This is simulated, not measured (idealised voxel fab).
Process module in this document: voxel air gaps
Shown is cross-section cut, with a width of 260 nm and square cells of size 5 nm.
Heads up, the way a cross-section reads in here is a grid of square cells, handed over as bands from the top down, with every band being one or more rows of cells.
This entry defines a band. It first specifies the height of the band's top and the height of its bottom in nm, and then specifies the band's materials from left to right, stating each material with its width in nm. The word "throughout" identifies a single material that fills the band from edge to edge, while the word "empty" identifies empty space.
Ref level 0: as-received wafer is one material below here. Bottom band extends down with no lower bound ("0 nm and below").
With a width like "30..40", each row of cells in the band differs from the next by the same amount, the top row carrying the first number and the bottom row the second.
When a step is marked "all unchanged", none of the cells in the cross-section changed during that step.
The list in "Listed closed voids" covers empty spaces of 8 cells or more that cannot reach the top through any open way, and it gives each as width x height at distance; the distance is from the left edge, and width, height and distance are in nm.
What comes after the settings on a step's line is commentary from the simulator itself on that step.
"overlay nm", when on a step's line for a step with a mask, measures how far to the right of its planned place the mask lay; a negative measure means to the left.

[Process steps (planned)]
1,RECEIVE,material Si
2,CONFORMAL_DEP,material SiO2,thk nm 15
3,CONFORMAL_DEP,material SiCN,thk nm 5
4,DIRECTIONAL_DEP,material SiO2,thk nm 40
5,PATTERN,tone open,mask id LINES,material resist,width nm 20,pitch nm 45,thk nm 20,overlay nm 0
6,DIRECTIONAL_ETCH,etch materials SiO2,depth nm 40
7,STRIP,etch materials resist
8,CONFORMAL_DEP,material TiN,thk nm 5
9,FILL_DEP,material Ru,thk nm 5
10,CMP,height nm 60
11,EPI,material Ru,thk nm 10
12,SELECTIVE_ETCH,etch materials SiO2,depth nm 50
13,CONFORMAL_DEP,material SiCN,thk nm 5

[As-received wafer cross-section (after step 1)]
  0 nm and below | Si throughout
  Listed closed voids: none

[As-planned run: cross-section of the first of two wafers at end of module]
  75 nm to 70 nm | empty=35 | SiCN=185 | empty=40
  70 nm to 60 nm | empty=35 | SiCN=5 | Ru=40 | SiCN=5 | Ru=40 | SiCN=5 | Ru=40 | SiCN=5 | Ru=40 | SiCN=5 | empty=40
  60 nm to 55 nm | empty=35 | SiCN=15 | TiN=5 | Ru=10 | TiN=5 | SiCN=25 | TiN=5 | Ru=10 | TiN=5 | SiCN=25 | TiN=5 | Ru=10 | TiN=5 | SiCN=25 | TiN=5 | Ru=10 | TiN=5 | SiCN=15 | empty=40
  55 nm to 25 nm | empty=45 | SiCN=5 | TiN=5 | Ru=10 | TiN=5 | SiCN=5 | empty=15 | SiCN=5 | TiN=5 | Ru=10 | TiN=5 | SiCN=5 | empty=15 | SiCN=5 | TiN=5 | Ru=10 | TiN=5 | SiCN=5 | empty=15 | SiCN=5 | TiN=5 | Ru=10 | TiN=5 | SiCN=5 | empty=50
  25 nm to 20 nm | SiCN=50 | TiN=20 | SiCN=25 | TiN=20 | SiCN=25 | TiN=20 | SiCN=25 | TiN=20 | SiCN=55
  20 nm to 15 nm | SiCN throughout
  15 nm to 0 nm | SiO2 throughout
  0 nm and below | Si throughout
  Listed closed voids: 15 x 30 at 75; 15 x 30 at 120; 15 x 30 at 165

[Wafer two, sectioned after the module: the first wafer's start, the first wafer's plan, and one mistake in how it was run]
  85 nm to 70 nm | empty=25 | SiCN=205 | empty=30
  70 nm to 60 nm | empty=25 | SiCN=15 | Ru=40 | SiCN=5 | Ru=40 | SiCN=5 | Ru=40 | SiCN=5 | Ru=40 | SiCN=15 | empty=30
  60 nm to 55 nm | empty=25 | SiCN=25 | TiN=5 | Ru=10 | TiN=5 | SiCN=25 | TiN=5 | Ru=10 | TiN=5 | SiCN=25 | TiN=5 | Ru=10 | TiN=5 | SiCN=25 | TiN=5 | Ru=10 | TiN=5 | SiCN=25 | empty=30
  55 nm to 45 nm | empty=25 | SiCN=25 | TiN=5 | Ru=10 | TiN=5 | SiCN=5 | empty=15 | SiCN=5 | TiN=5 | Ru=10 | TiN=5 | SiCN=5 | empty=15 | SiCN=5 | TiN=5 | Ru=10 | TiN=5 | SiCN=5 | empty=15 | SiCN=5 | TiN=5 | Ru=10 | TiN=5 | SiCN=25 | empty=30
  45 nm to 35 nm | empty=35 | SiCN=15 | TiN=5 | Ru=10 | TiN=5 | SiCN=5 | empty=15 | SiCN=5 | TiN=5 | Ru=10 | TiN=5 | SiCN=5 | empty=15 | SiCN=5 | TiN=5 | Ru=10 | TiN=5 | SiCN=5 | empty=15 | SiCN=5 | TiN=5 | Ru=10 | TiN=5 | SiCN=15 | empty=40
  35 nm to 25 nm | SiCN=50 | TiN=5 | Ru=10 | TiN=5 | SiCN=5 | empty=15 | SiCN=5 | TiN=5 | Ru=10 | TiN=5 | SiCN=5 | empty=15 | SiCN=5 | TiN=5 | Ru=10 | TiN=5 | SiCN=5 | empty=15 | SiCN=5 | TiN=5 | Ru=10 | TiN=5 | SiCN=55
  25 nm to 20 nm | SiCN=50 | TiN=20 | SiCN=25 | TiN=20 | SiCN=25 | TiN=20 | SiCN=25 | TiN=20 | SiCN=55
  20 nm to 15 nm | SiCN throughout
  15 nm to 0 nm | SiO2 throughout
  0 nm and below | Si throughout
  Listed closed voids: 15 x 30 at 75; 15 x 30 at 120; 15 x 30 at 165
Where did the run depart from the plan? contrary to plan, step 13 was performed as CONFORMAL_DEP,material SiCN,thk nm 15
At the finish, the second wafer shows more or fewer cells for some materials than the first does: 160 more of SiCN
